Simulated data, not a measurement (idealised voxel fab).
process module | voxel wiring stack
cross-section cut | 165 nm wide | cells 5 nm
A cross-section is a grid of square cells, given in bands from the top down. A band is one or more rows of cells.
Each band's line starts with the height of the band's top and of its bottom, in nm. Then come its materials from left to right, each with its width in nm. One material with "throughout" fills the band from edge to edge. "air" is empty space.
Height 0 is the level under which the wafer as received is all one material. The lowest band goes on downwards, as in "0 down".
A width such as "30 to 40" changes by the same amount from each row of cells to the next, from the band's top row to its bottom row.
"no change" after a step means that no cell of the cross-section changed.
closed voids: empty space of 8 cells or more with no open way to the top, each as width x height at its distance from the left edge, in nm
after a step's settings: what the simulator itself notes on the step
overlay nm, on a step with a mask: how far to the right of its planned place the mask lay; to the left if negative
Each pair below shows a cross-section before one step and the cross-section after it, down to the lowest band that changed. The line under each pair gives the step between them, with its settings. The pairs can come from different runs of this module on the same starting wafer, so a pair continues from the pair above only where its "before" says so.
before
  85 to 70: resist 25 | air 25 | resist 15 | air 25 | resist 15 | air 25 | resist 35
  70 to 50: SiO2 throughout
  50 to 45: SiCN throughout
  45 to 20: lowk 30 | TiN 5 | Cu 15 | TiN 5 | lowk 15 | TiN 5 | Cu 15 | TiN 5 | lowk 15 | TiN 5 | Cu 15 | TiN 5 | lowk 30
  20 to 15: SiCN 30 | TiN 25 | SiCN 15 | TiN 25 | SiCN 15 | TiN 25 | SiCN 30
  15 to 0: SiO2 throughout
  0 down: Si throughout
  closed voids: none
after
  85 to 70: resist 25 | air 25 | resist 15 | air 25 | resist 15 | air 25 | resist 35
  70 to 50: SiO2 25 | air 25 | SiO2 15 | air 25 | SiO2 15 | air 25 | SiO2 35
  below 50: unchanged
  closed voids: none
the step between: op DIRECTIONAL_ETCH | etch materials SiO2 | depth nm 20
before: the cross-section after the pair above
after
  85 to 70: resist 25 | air 25 | resist 15 | air 25 | resist 15 | air 25 | resist 35
  70 to 50: SiO2 25 | air 25 | SiO2 15 | air 25 | SiO2 15 | air 25 | SiO2 35
  50 to 45: SiCN 25 | air 25 | SiCN 15 | air 25 | SiCN 15 | air 25 | SiCN 35
  below 45: unchanged
  closed voids: none
the step between: op DIRECTIONAL_ETCH | etch materials SiCN | depth nm 5
before: the cross-section after the pair above
after
  70 to 50: SiO2 25 | air 25 | SiO2 15 | air 25 | SiO2 15 | air 25 | SiO2 35
  below 50: unchanged
  closed voids: none
the step between: op STRIP | etch materials resist
before: the cross-section after the pair above
after
  70 to 55: SiO2 25 | air 25 | SiO2 15 | air 25 | SiO2 15 | air 25 | SiO2 35
  55 to 50: SiO2 25 | Ru 25 | SiO2 15 | Ru 25 | SiO2 15 | Ru 25 | SiO2 35
  50 to 45: SiCN 25 | Ru 25 | SiCN 15 | Ru 25 | SiCN 15 | Ru 25 | SiCN 35
  below 45: unchanged
  closed voids: none
the step between: op EPI | material Ru | thk nm 10
before: the cross-section after the pair above
after
  70 to 65: SiO2 25 | air 25 | SiO2 15 | air 25 | SiO2 15 | air 25 | SiO2 35
  65 to 50: SiO2 25 | Ru 25 | SiO2 15 | Ru 25 | SiO2 15 | Ru 25 | SiO2 35
  below 50: unchanged
  closed voids: none
the step between: op EPI | material Ru | thk nm 10
before: the cross-section after the pair above
after
  70 to 50: SiO2 25 | Ru 25 | SiO2 15 | Ru 25 | SiO2 15 | Ru 25 | SiO2 35
  below 50: unchanged
  closed voids: none
the step between: op EPI | material Ru | thk nm 5
before: the cross-section after the pair above
after
  75 to 70: SiCN throughout
  below 70: unchanged
  closed voids: none
the step between: op CONFORMAL_DEP | material SiCN | thk nm 5
before: the cross-section after the pair above
after
  95 to 75: SiO2 throughout
  below 75: unchanged
  closed voids: none
the step between: op DIRECTIONAL_DEP | material SiO2 | thk nm 20
before: the cross-section after the pair above
after
  105 to 95: aC throughout
  below 95: unchanged
  closed voids: none
the step between: op DIRECTIONAL_DEP | material aC | thk nm 10
before: the cross-section after the pair above
after
  130 to 105: resist 30 | air 25 | resist 15 | air 25 | resist 15 | air 25 | resist 30
  below 105: unchanged
  closed voids: none
the step between: op PATTERN | tone open | mask id METAL_2 | material resist | width nm 25 | pitch nm 40 | thk nm 25 | overlay nm 0
before: the cross-section after the pair above
after
  120 to 105: resist 30 | air 25 | resist 15 | air 25 | resist 15 | air 25 | resist 30
  105 to 95: aC 30 | air 25 | aC 15 | air 25 | aC 15 | air 25 | aC 30
  below 95: unchanged
  closed voids: none
the step between: op DIRECTIONAL_ETCH | etch materials aC | depth nm 10
before: the cross-section after the pair above
after
  105 to 95: aC 30 | air 25 | aC 15 | air 25 | aC 15 | air 25 | aC 30
  below 95: unchanged
  closed voids: none
the step between: op STRIP | etch materials resist
before: the cross-section after the pair above
after
  105 to 95: aC 30 | air 25 | aC 15 | air 25 | aC 15 | air 25 | aC 30
  95 to 75: SiO2 30 | air 25 | SiO2 15 | air 25 | SiO2 15 | air 25 | SiO2 30
  below 75: unchanged
  closed voids: none
the step between: op DIRECTIONAL_ETCH | etch materials SiO2 | depth nm 20
before: the cross-section after the pair above
after
  105 to 95: aC 30 | air 25 | aC 15 | air 25 | aC 15 | air 25 | aC 30
  95 to 75: SiO2 30 | air 25 | SiO2 15 | air 25 | SiO2 15 | air 25 | SiO2 30
  75 to 70: SiCN 30 | air 25 | SiCN 15 | air 25 | SiCN 15 | air 25 | SiCN 30
  below 70: unchanged
  closed voids: none
the step between: op DIRECTIONAL_ETCH | etch materials SiCN | depth nm 5
before: the cross-section after the pair above
after
  95 to 75: SiO2 30 | air 25 | SiO2 15 | air 25 | SiO2 15 | air 25 | SiO2 30
  below 75: unchanged
  closed voids: none
the step between: op STRIP | etch materials aC
before: the cross-section after the pair above
after
  100 to 95: TiN 35 | air 15 | TiN 25 | air 15 | TiN 25 | air 15 | TiN 35
  95 to 75: SiO2 30 | TiN 5 | air 15 | TiN 5 | SiO2 15 | TiN 5 | air 15 | TiN 5 | SiO2 15 | TiN 5 | air 15 | TiN 5 | SiO2 30
  75 to 70: SiCN 30 | TiN 25 | SiCN 15 | TiN 25 | SiCN 15 | TiN 25 | SiCN 30
  below 70: unchanged
  closed voids: none
the step between: op CONFORMAL_DEP | material TiN | thk nm 5
before: the cross-section after the pair above
after
  110 to 100: W throughout
  100 to 95: TiN 35 | W 15 | TiN 25 | W 15 | TiN 25 | W 15 | TiN 35
  95 to 75: SiO2 30 | TiN 5 | W 15 | TiN 5 | SiO2 15 | TiN 5 | W 15 | TiN 5 | SiO2 15 | TiN 5 | W 15 | TiN 5 | SiO2 30
  below 75: unchanged
  closed voids: none
the step between: op FILL_DEP | material W | thk nm 10
before: the cross-section after the pair above
after
  95 to 75: SiO2 30 | TiN 5 | W 15 | TiN 5 | SiO2 15 | TiN 5 | W 15 | TiN 5 | SiO2 15 | TiN 5 | W 15 | TiN 5 | SiO2 30
  below 75: unchanged
  closed voids: none
the step between: op CMP | height nm 95
before: the cross-section after the pair above
after
  100 to 95: SiN throughout
  below 95: unchanged
  closed voids: none
the step between: op CONFORMAL_DEP | material SiN | thk nm 5
before
  105 to 95: aC throughout
  95 to 75: SiO2 throughout
  75 to 70: SiCN throughout
  70 to 50: SiO2 30 | Ru 15 | SiO2 25 | Ru 15 | SiO2 25 | Ru 15 | SiO2 40
  50 to 45: SiCN 30 | Ru 15 | SiCN 25 | Ru 15 | SiCN 25 | Ru 15 | SiCN 40
  45 to 20: lowk 30 | TiN 5 | Cu 15 | TiN 5 | lowk 15 | TiN 5 | Cu 15 | TiN 5 | lowk 15 | TiN 5 | Cu 15 | TiN 5 | lowk 30
  20 to 15: SiCN 30 | TiN 25 | SiCN 15 | TiN 25 | SiCN 15 | TiN 25 | SiCN 30
  15 to 0: SiO2 throughout
  0 down: Si throughout
  closed voids: none
after
  130 to 105: resist 25 | air 25 | resist 15 | air 25 | resist 15 | air 25 | resist 35
  below 105: unchanged
  closed voids: none
the step between: op PATTERN | tone open | mask id METAL_2 | material resist | width nm 25 | pitch nm 40 | thk nm 25 | overlay nm -5
before: the cross-section after the pair above
after
  120 to 105: resist 25 | air 25 | resist 15 | air 25 | resist 15 | air 25 | resist 35
  105 to 95: aC 25 | air 25 | aC 15 | air 25 | aC 15 | air 25 | aC 35
  below 95: unchanged
  closed voids: none
the step between: op DIRECTIONAL_ETCH | etch materials aC | depth nm 10
before: the cross-section after the pair above
after
  105 to 95: aC 25 | air 25 | aC 15 | air 25 | aC 15 | air 25 | aC 35
  below 95: unchanged
  closed voids: none
the step between: op STRIP | etch materials resist
before: the cross-section after the pair above
after
  105 to 95: aC 25 | air 25 | aC 15 | air 25 | aC 15 | air 25 | aC 35
  95 to 75: SiO2 25 | air 25 | SiO2 15 | air 25 | SiO2 15 | air 25 | SiO2 35
  below 75: unchanged
  closed voids: none
the step between: op DIRECTIONAL_ETCH | etch materials SiO2 | depth nm 20
before: the cross-section after the pair above
after
  105 to 95: aC 25 | air 25 | aC 15 | air 25 | aC 15 | air 25 | aC 35
  95 to 75: SiO2 25 | air 25 | SiO2 15 | air 25 | SiO2 15 | air 25 | SiO2 35
  75 to 70: SiCN 25 | air 25 | SiCN 15 | air 25 | SiCN 15 | air 25 | SiCN 35
  below 70: unchanged
  closed voids: none
the step between: op DIRECTIONAL_ETCH | etch materials SiCN | depth nm 5
before: the cross-section after the pair above
after
  95 to 75: SiO2 25 | air 25 | SiO2 15 | air 25 | SiO2 15 | air 25 | SiO2 35
  below 75: unchanged
  closed voids: none
the step between: op STRIP | etch materials aC
before: the cross-section after the pair above
after
  100 to 95: TiN 30 | air 15 | TiN 25 | air 15 | TiN 25 | air 15 | TiN 40
  95 to 75: SiO2 25 | TiN 5 | air 15 | TiN 5 | SiO2 15 | TiN 5 | air 15 | TiN 5 | SiO2 15 | TiN 5 | air 15 | TiN 5 | SiO2 35
  75 to 70: SiCN 25 | TiN 25 | SiCN 15 | TiN 25 | SiCN 15 | TiN 25 | SiCN 35
  below 70: unchanged
  closed voids: none
the step between: op CONFORMAL_DEP | material TiN | thk nm 5
before: the cross-section after the pair above
after
  110 to 100: W throughout
  100 to 95: TiN 30 | W 15 | TiN 25 | W 15 | TiN 25 | W 15 | TiN 40
  95 to 75: SiO2 25 | TiN 5 | W 15 | TiN 5 | SiO2 15 | TiN 5 | W 15 | TiN 5 | SiO2 15 | TiN 5 | W 15 | TiN 5 | SiO2 35
  below 75: unchanged
  closed voids: none
the step between: op FILL_DEP | material W | thk nm 10
before: the cross-section after the pair above
after
  95 to 75: SiO2 25 | TiN 5 | W 15 | TiN 5 | SiO2 15 | TiN 5 | W 15 | TiN 5 | SiO2 15 | TiN 5 | W 15 | TiN 5 | SiO2 35
  below 75: unchanged
  closed voids: none
the step between: op CMP | height nm 95
before: the cross-section after the pair above
after
  100 to 95: SiN throughout
  below 95: unchanged
  closed voids: none
the step between: op CONFORMAL_DEP | material SiN | thk nm 5
before
  45 to 20: lowk 30 | air 25 | lowk 15 | air 25 | lowk 15 | air 25 | lowk 30
  20 to 15: SiCN 30 | air 25 | SiCN 15 | air 25 | SiCN 15 | air 25 | SiCN 30
  15 to 0: SiO2 throughout
  0 down: Si throughout
  closed voids: none
after
  50 to 45: W 35 | air 15 | W 25 | air 15 | W 25 | air 15 | W 35
  45 to 20: lowk 30 | W 5 | air 15 | W 5 | lowk 15 | W 5 | air 15 | W 5 | lowk 15 | W 5 | air 15 | W 5 | lowk 30
  20 to 15: SiCN 30 | W 25 | SiCN 15 | W 25 | SiCN 15 | W 25 | SiCN 30
  below 15: unchanged
  closed voids: none
the step between: op CONFORMAL_DEP | material W | thk nm 5
before: the cross-section after the pair above
after
  60 to 50: Cu throughout
  50 to 45: W 35 | Cu 15 | W 25 | Cu 15 | W 25 | Cu 15 | W 35
  45 to 20: lowk 30 | W 5 | Cu 15 | W 5 | lowk 15 | W 5 | Cu 15 | W 5 | lowk 15 | W 5 | Cu 15 | W 5 | lowk 30
  below 20: unchanged
  closed voids: none
the step between: op FILL_DEP | material Cu | thk nm 10
before: the cross-section after the pair above
after
  45 to 20: lowk 30 | W 5 | Cu 15 | W 5 | lowk 15 | W 5 | Cu 15 | W 5 | lowk 15 | W 5 | Cu 15 | W 5 | lowk 30
  below 20: unchanged
  closed voids: none
the step between: op CMP | height nm 45
before: the cross-section after the pair above
after
  50 to 45: SiCN throughout
  below 45: unchanged
  closed voids: none
the step between: op CONFORMAL_DEP | material SiCN | thk nm 5
before: the cross-section after the pair above
after
  70 to 50: SiO2 throughout
  below 50: unchanged
  closed voids: none
the step between: op DIRECTIONAL_DEP | material SiO2 | thk nm 20
before: the cross-section after the pair above
after
  85 to 70: resist 30 | air 15 | resist 25 | air 15 | resist 25 | air 15 | resist 40
  below 70: unchanged
  closed voids: none
the step between: op PATTERN | tone open | mask id PLUG_1 | material resist | width nm 15 | pitch nm 40 | thk nm 15 | overlay nm 0
before: the cross-section after the pair above
after
  85 to 70: resist 30 | air 15 | resist 25 | air 15 | resist 25 | air 15 | resist 40
  70 to 50: SiO2 30 | air 15 | SiO2 25 | air 15 | SiO2 25 | air 15 | SiO2 40
  below 50: unchanged
  closed voids: none
the step between: op DIRECTIONAL_ETCH | etch materials SiO2 | depth nm 20
before: the cross-section after the pair above
after
  85 to 70: resist 30 | air 15 | resist 25 | air 15 | resist 25 | air 15 | resist 40
  70 to 50: SiO2 30 | air 15 | SiO2 25 | air 15 | SiO2 25 | air 15 | SiO2 40
  50 to 45: SiCN 30 | air 15 | SiCN 25 | air 15 | SiCN 25 | air 15 | SiCN 40
  below 45: unchanged
  closed voids: none
the step between: op DIRECTIONAL_ETCH | etch materials SiCN | depth nm 5
before: the cross-section after the pair above
after
  70 to 50: SiO2 30 | air 15 | SiO2 25 | air 15 | SiO2 25 | air 15 | SiO2 40
  below 50: unchanged
  closed voids: none
the step between: op STRIP | etch materials resist
before: the cross-section after the pair above
after
  70 to 55: SiO2 30 | air 15 | SiO2 25 | air 15 | SiO2 25 | air 15 | SiO2 40
  55 to 50: SiO2 30 | Ru 15 | SiO2 25 | Ru 15 | SiO2 25 | Ru 15 | SiO2 40
  50 to 45: SiCN 30 | Ru 15 | SiCN 25 | Ru 15 | SiCN 25 | Ru 15 | SiCN 40
  below 45: unchanged
  closed voids: none
the step between: op EPI | material Ru | thk nm 10
before: the cross-section after the pair above
after
  70 to 65: SiO2 30 | air 15 | SiO2 25 | air 15 | SiO2 25 | air 15 | SiO2 40
  65 to 50: SiO2 30 | Ru 15 | SiO2 25 | Ru 15 | SiO2 25 | Ru 15 | SiO2 40
  below 50: unchanged
  closed voids: none
the step between: op EPI | material Ru | thk nm 10
before: the cross-section after the pair above
after
  70 to 50: SiO2 30 | Ru 15 | SiO2 25 | Ru 15 | SiO2 25 | Ru 15 | SiO2 40
  below 50: unchanged
  closed voids: none
the step between: op EPI | material Ru | thk nm 5
before: the cross-section after the pair above
after
  75 to 70: SiCN throughout
  below 70: unchanged
  closed voids: none
the step between: op CONFORMAL_DEP | material SiCN | thk nm 5
before: the cross-section after the pair above
after
  95 to 75: SiO2 throughout
  below 75: unchanged
  closed voids: none
the step between: op DIRECTIONAL_DEP | material SiO2 | thk nm 20
before: the cross-section after the pair above
after
  105 to 95: aC throughout
  below 95: unchanged
  closed voids: none
the step between: op DIRECTIONAL_DEP | material aC | thk nm 10
before: the cross-section after the pair above
after
  130 to 105: resist 30 | air 25 | resist 15 | air 25 | resist 15 | air 25 | resist 30
  below 105: unchanged
  closed voids: none
the step between: op PATTERN | tone open | mask id METAL_2 | material resist | width nm 25 | pitch nm 40 | thk nm 25 | overlay nm 0
before: the cross-section after the pair above
after
  120 to 105: resist 30 | air 25 | resist 15 | air 25 | resist 15 | air 25 | resist 30
  105 to 95: aC 30 | air 25 | aC 15 | air 25 | aC 15 | air 25 | aC 30
  below 95: unchanged
  closed voids: none
the step between: op DIRECTIONAL_ETCH | etch materials aC | depth nm 10
before: the cross-section after the pair above
after
  105 to 95: aC 30 | air 25 | aC 15 | air 25 | aC 15 | air 25 | aC 30
  below 95: unchanged
  closed voids: none
the step between: op STRIP | etch materials resist
before: the cross-section after the pair above
after
  105 to 95: aC 30 | air 25 | aC 15 | air 25 | aC 15 | air 25 | aC 30
  95 to 75: SiO2 30 | air 25 | SiO2 15 | air 25 | SiO2 15 | air 25 | SiO2 30
  below 75: unchanged
  closed voids: none
the step between: op DIRECTIONAL_ETCH | etch materials SiO2 | depth nm 20
before: the cross-section after the pair above
after
  105 to 95: aC 30 | air 25 | aC 15 | air 25 | aC 15 | air 25 | aC 30
  95 to 75: SiO2 30 | air 25 | SiO2 15 | air 25 | SiO2 15 | air 25 | SiO2 30
  75 to 70: SiCN 30 | air 25 | SiCN 15 | air 25 | SiCN 15 | air 25 | SiCN 30
  below 70: unchanged
  closed voids: none
the step between: op DIRECTIONAL_ETCH | etch materials SiCN | depth nm 5
before: the cross-section after the pair above
after
  95 to 75: SiO2 30 | air 25 | SiO2 15 | air 25 | SiO2 15 | air 25 | SiO2 30
  below 75: unchanged
  closed voids: none
the step between: op STRIP | etch materials aC
before: the cross-section after the pair above
after
  100 to 95: TiN 35 | air 15 | TiN 25 | air 15 | TiN 25 | air 15 | TiN 35
  95 to 75: SiO2 30 | TiN 5 | air 15 | TiN 5 | SiO2 15 | TiN 5 | air 15 | TiN 5 | SiO2 15 | TiN 5 | air 15 | TiN 5 | SiO2 30
  75 to 70: SiCN 30 | TiN 25 | SiCN 15 | TiN 25 | SiCN 15 | TiN 25 | SiCN 30
  below 70: unchanged
  closed voids: none
the step between: op CONFORMAL_DEP | material TiN | thk nm 5
before: the cross-section after the pair above
after
  110 to 100: W throughout
  100 to 95: TiN 35 | W 15 | TiN 25 | W 15 | TiN 25 | W 15 | TiN 35
  95 to 75: SiO2 30 | TiN 5 | W 15 | TiN 5 | SiO2 15 | TiN 5 | W 15 | TiN 5 | SiO2 15 | TiN 5 | W 15 | TiN 5 | SiO2 30
  below 75: unchanged
  closed voids: none
the step between: op FILL_DEP | material W | thk nm 10
before: the cross-section after the pair above
after
  95 to 75: SiO2 30 | TiN 5 | W 15 | TiN 5 | SiO2 15 | TiN 5 | W 15 | TiN 5 | SiO2 15 | TiN 5 | W 15 | TiN 5 | SiO2 30
  below 75: unchanged
  closed voids: none
the step between: op CMP | height nm 95
before: the cross-section after the pair above
after
  100 to 95: SiN throughout
  below 95: unchanged
  closed voids: none
the step between: op CONFORMAL_DEP | material SiN | thk nm 5
before
  55 to 45: aC throughout
  45 to 20: lowk throughout
  20 to 15: SiCN throughout
  15 to 0: SiO2 throughout
  0 down: Si throughout
  closed voids: none
after
  80 to 55: air 30 | resist 25 | air 15 | resist 25 | air 15 | resist 25 | air 30
  below 55: unchanged
  closed voids: none
the step between: op PATTERN | tone cover | mask id METAL_1 | material resist | width nm 25 | pitch nm 40 | thk nm 25 | overlay nm 0
before: the cross-section after the pair above
after
  70 to 55: air 30 | resist 25 | air 15 | resist 25 | air 15 | resist 25 | air 30
  55 to 45: air 30 | aC 25 | air 15 | aC 25 | air 15 | aC 25 | air 30
  below 45: unchanged
  closed voids: none
the step between: op DIRECTIONAL_ETCH | etch materials aC | depth nm 10
before: the cross-section after the pair above
after
  55 to 45: air 30 | aC 25 | air 15 | aC 25 | air 15 | aC 25 | air 30
  below 45: unchanged
  closed voids: none
the step between: op STRIP | etch materials resist
before: the cross-section after the pair above
after
  55 to 45: air 30 | aC 25 | air 15 | aC 25 | air 15 | aC 25 | air 30
  45 to 20: air 30 | lowk 25 | air 15 | lowk 25 | air 15 | lowk 25 | air 30
  below 20: unchanged
  closed voids: none
the step between: op DIRECTIONAL_ETCH | etch materials lowk | depth nm 25
before: the cross-section after the pair above
after
  55 to 45: air 30 | aC 25 | air 15 | aC 25 | air 15 | aC 25 | air 30
  45 to 20: air 30 | lowk 25 | air 15 | lowk 25 | air 15 | lowk 25 | air 30
  20 to 15: air 30 | SiCN 25 | air 15 | SiCN 25 | air 15 | SiCN 25 | air 30
  below 15: unchanged
  closed voids: none
the step between: op DIRECTIONAL_ETCH | etch materials SiCN | depth nm 5
before: the cross-section after the pair above
after
  45 to 20: air 30 | lowk 25 | air 15 | lowk 25 | air 15 | lowk 25 | air 30
  below 20: unchanged
  closed voids: none
the step between: op STRIP | etch materials aC
before: the cross-section after the pair above
after
  50 to 45: air 25 | TiN 35 | air 5 | TiN 35 | air 5 | TiN 35 | air 25
  45 to 20: air 25 | TiN 5 | lowk 25 | TiN 5 | air 5 | TiN 5 | lowk 25 | TiN 5 | air 5 | TiN 5 | lowk 25 | TiN 5 | air 25
  20 to 15: TiN 30 | SiCN 25 | TiN 15 | SiCN 25 | TiN 15 | SiCN 25 | TiN 30
  below 15: unchanged
  closed voids: none
the step between: op CONFORMAL_DEP | material TiN | thk nm 5
before: the cross-section after the pair above
after
  60 to 50: Cu throughout
  50 to 45: Cu 25 | TiN 35 | Cu 5 | TiN 35 | Cu 5 | TiN 35 | Cu 25
  45 to 20: Cu 25 | TiN 5 | lowk 25 | TiN 5 | Cu 5 | TiN 5 | lowk 25 | TiN 5 | Cu 5 | TiN 5 | lowk 25 | TiN 5 | Cu 25
  below 20: unchanged
  closed voids: none
the step between: op FILL_DEP | material Cu | thk nm 10
before: the cross-section after the pair above
after
  45 to 20: Cu 25 | TiN 5 | lowk 25 | TiN 5 | Cu 5 | TiN 5 | lowk 25 | TiN 5 | Cu 5 | TiN 5 | lowk 25 | TiN 5 | Cu 25
  below 20: unchanged
  closed voids: none
the step between: op CMP | height nm 45
before: the cross-section after the pair above
after
  50 to 45: SiCN throughout
  below 45: unchanged
  closed voids: none
the step between: op CONFORMAL_DEP | material SiCN | thk nm 5
before: the cross-section after the pair above
after
  70 to 50: SiO2 throughout
  below 50: unchanged
  closed voids: none
the step between: op DIRECTIONAL_DEP | material SiO2 | thk nm 20
before: the cross-section after the pair above
after
  85 to 70: resist 30 | air 15 | resist 25 | air 15 | resist 25 | air 15 | resist 40
  below 70: unchanged
  closed voids: none
the step between: op PATTERN | tone open | mask id PLUG_1 | material resist | width nm 15 | pitch nm 40 | thk nm 15 | overlay nm 0
before: the cross-section after the pair above
after
  85 to 70: resist 30 | air 15 | resist 25 | air 15 | resist 25 | air 15 | resist 40
  70 to 50: SiO2 30 | air 15 | SiO2 25 | air 15 | SiO2 25 | air 15 | SiO2 40
  below 50: unchanged
  closed voids: none
the step between: op DIRECTIONAL_ETCH | etch materials SiO2 | depth nm 20
before: the cross-section after the pair above
after
  85 to 70: resist 30 | air 15 | resist 25 | air 15 | resist 25 | air 15 | resist 40
  70 to 50: SiO2 30 | air 15 | SiO2 25 | air 15 | SiO2 25 | air 15 | SiO2 40
  50 to 45: SiCN 30 | air 15 | SiCN 25 | air 15 | SiCN 25 | air 15 | SiCN 40
  below 45: unchanged
  closed voids: none
the step between: op DIRECTIONAL_ETCH | etch materials SiCN | depth nm 5
before: the cross-section after the pair above
after
  70 to 50: SiO2 30 | air 15 | SiO2 25 | air 15 | SiO2 25 | air 15 | SiO2 40
  below 50: unchanged
  closed voids: none
the step between: op STRIP | etch materials resist
before: the cross-section after the pair above
after
  75 to 70: SiCN 35 | air 5 | SiCN 35 | air 5 | SiCN 35 | air 5 | SiCN 45
  70 to 50: SiO2 30 | SiCN 5 | air 5 | SiCN 5 | SiO2 25 | SiCN 5 | air 5 | SiCN 5 | SiO2 25 | SiCN 5 | air 5 | SiCN 5 | SiO2 40
  50 to 45: SiCN throughout
  below 45: unchanged
  closed voids: none
the step between: op CONFORMAL_DEP | material SiCN | thk nm 5
before: the cross-section after the pair above
after
  95 to 75: SiO2 35 | air 5 | SiO2 35 | air 5 | SiO2 35 | air 5 | SiO2 45
  75 to 70: SiCN 35 | air 5 | SiCN 35 | air 5 | SiCN 35 | air 5 | SiCN 45
  70 to 50: SiO2 30 | SiCN 5 | SiO2 5 | SiCN 5 | SiO2 25 | SiCN 5 | SiO2 5 | SiCN 5 | SiO2 25 | SiCN 5 | SiO2 5 | SiCN 5 | SiO2 40
  below 50: unchanged
  closed voids: none
the step between: op DIRECTIONAL_DEP | material SiO2 | thk nm 20
before: the cross-section after the pair above
after
  105 to 95: aC 35 | air 5 | aC 35 | air 5 | aC 35 | air 5 | aC 45
  95 to 80: SiO2 35 | air 5 | SiO2 35 | air 5 | SiO2 35 | air 5 | SiO2 45
  80 to 75: SiO2 35 | aC 5 | SiO2 35 | aC 5 | SiO2 35 | aC 5 | SiO2 45
  75 to 70: SiCN 35 | aC 5 | SiCN 35 | aC 5 | SiCN 35 | aC 5 | SiCN 45
  below 70: unchanged
  closed voids: none
the step between: op DIRECTIONAL_DEP | material aC | thk nm 10
before: the cross-section after the pair above
after
  130 to 105: resist 30 | air 25 | resist 15 | air 25 | resist 15 | air 25 | resist 30
  below 105: unchanged
  closed voids: none
the step between: op PATTERN | tone open | mask id METAL_2 | material resist | width nm 25 | pitch nm 40 | thk nm 25 | overlay nm 0
before: the cross-section after the pair above
after
  120 to 105: resist 30 | air 25 | resist 15 | air 25 | resist 15 | air 25 | resist 30
  105 to 95: aC 30 | air 25 | aC 15 | air 25 | aC 15 | air 25 | aC 30
  95 to 75: SiO2 35 | air 5 | SiO2 35 | air 5 | SiO2 35 | air 5 | SiO2 45
  75 to 70: SiCN 35 | air 5 | SiCN 35 | air 5 | SiCN 35 | air 5 | SiCN 45
  below 70: unchanged
  closed voids: none
the step between: op DIRECTIONAL_ETCH | etch materials aC | depth nm 10
before: the cross-section after the pair above
after
  105 to 95: aC 30 | air 25 | aC 15 | air 25 | aC 15 | air 25 | aC 30
  below 95: unchanged
  closed voids: none
the step between: op STRIP | etch materials resist
before: the cross-section after the pair above
after
  105 to 95: aC 30 | air 25 | aC 15 | air 25 | aC 15 | air 25 | aC 30
  95 to 75: SiO2 30 | air 25 | SiO2 15 | air 25 | SiO2 15 | air 25 | SiO2 30
  75 to 70: SiCN 35 | air 5 | SiCN 35 | air 5 | SiCN 35 | air 5 | SiCN 45
  70 to 50: SiO2 30 | SiCN 5 | air 5 | SiCN 5 | SiO2 25 | SiCN 5 | air 5 | SiCN 5 | SiO2 25 | SiCN 5 | air 5 | SiCN 5 | SiO2 40
  below 50: unchanged
  closed voids: none
the step between: op DIRECTIONAL_ETCH | etch materials SiO2 | depth nm 20
before: the cross-section after the pair above
after
  105 to 95: aC 30 | air 25 | aC 15 | air 25 | aC 15 | air 25 | aC 30
  95 to 75: SiO2 30 | air 25 | SiO2 15 | air 25 | SiO2 15 | air 25 | SiO2 30
  75 to 70: SiCN 30 | air 25 | SiCN 15 | air 25 | SiCN 15 | air 25 | SiCN 30
  70 to 50: SiO2 30 | SiCN 5 | air 5 | SiCN 5 | SiO2 25 | SiCN 5 | air 5 | SiCN 5 | SiO2 25 | SiCN 5 | air 5 | SiCN 5 | SiO2 40
  50 to 45: SiCN 35 | air 5 | SiCN 35 | air 5 | SiCN 35 | air 5 | SiCN 45
  below 45: unchanged
  closed voids: none
the step between: op DIRECTIONAL_ETCH | etch materials SiCN | depth nm 5
before: the cross-section after the pair above
after
  95 to 75: SiO2 30 | air 25 | SiO2 15 | air 25 | SiO2 15 | air 25 | SiO2 30
  below 75: unchanged
  closed voids: none
the step between: op STRIP | etch materials aC
before: the cross-section after the pair above
after
  100 to 95: TiN 35 | air 15 | TiN 25 | air 15 | TiN 25 | air 15 | TiN 35
  95 to 75: SiO2 30 | TiN 5 | air 15 | TiN 5 | SiO2 15 | TiN 5 | air 15 | TiN 5 | SiO2 15 | TiN 5 | air 15 | TiN 5 | SiO2 30
  75 to 70: SiCN 30 | TiN 25 | SiCN 15 | TiN 25 | SiCN 15 | TiN 25 | SiCN 30
  70 to 50: SiO2 30 | SiCN 5 | TiN 5 | SiCN 5 | SiO2 25 | SiCN 5 | TiN 5 | SiCN 5 | SiO2 25 | SiCN 5 | TiN 5 | SiCN 5 | SiO2 40
  50 to 45: SiCN 35 | TiN 5 | SiCN 35 | TiN 5 | SiCN 35 | TiN 5 | SiCN 45
  below 45: unchanged
  closed voids: none
the step between: op CONFORMAL_DEP | material TiN | thk nm 5
before: the cross-section after the pair above
after
  110 to 100: W throughout
  100 to 95: TiN 35 | W 15 | TiN 25 | W 15 | TiN 25 | W 15 | TiN 35
  95 to 75: SiO2 30 | TiN 5 | W 15 | TiN 5 | SiO2 15 | TiN 5 | W 15 | TiN 5 | SiO2 15 | TiN 5 | W 15 | TiN 5 | SiO2 30
  below 75: unchanged
  closed voids: none
the step between: op FILL_DEP | material W | thk nm 10
before: the cross-section after the pair above
after
  95 to 75: SiO2 30 | TiN 5 | W 15 | TiN 5 | SiO2 15 | TiN 5 | W 15 | TiN 5 | SiO2 15 | TiN 5 | W 15 | TiN 5 | SiO2 30
  below 75: unchanged
  closed voids: none
the step between: op CMP | height nm 95
before: the cross-section after the pair above
after
  100 to 95: SiN throughout
  below 95: unchanged
  closed voids: none
the step between: op CONFORMAL_DEP | material SiN | thk nm 5
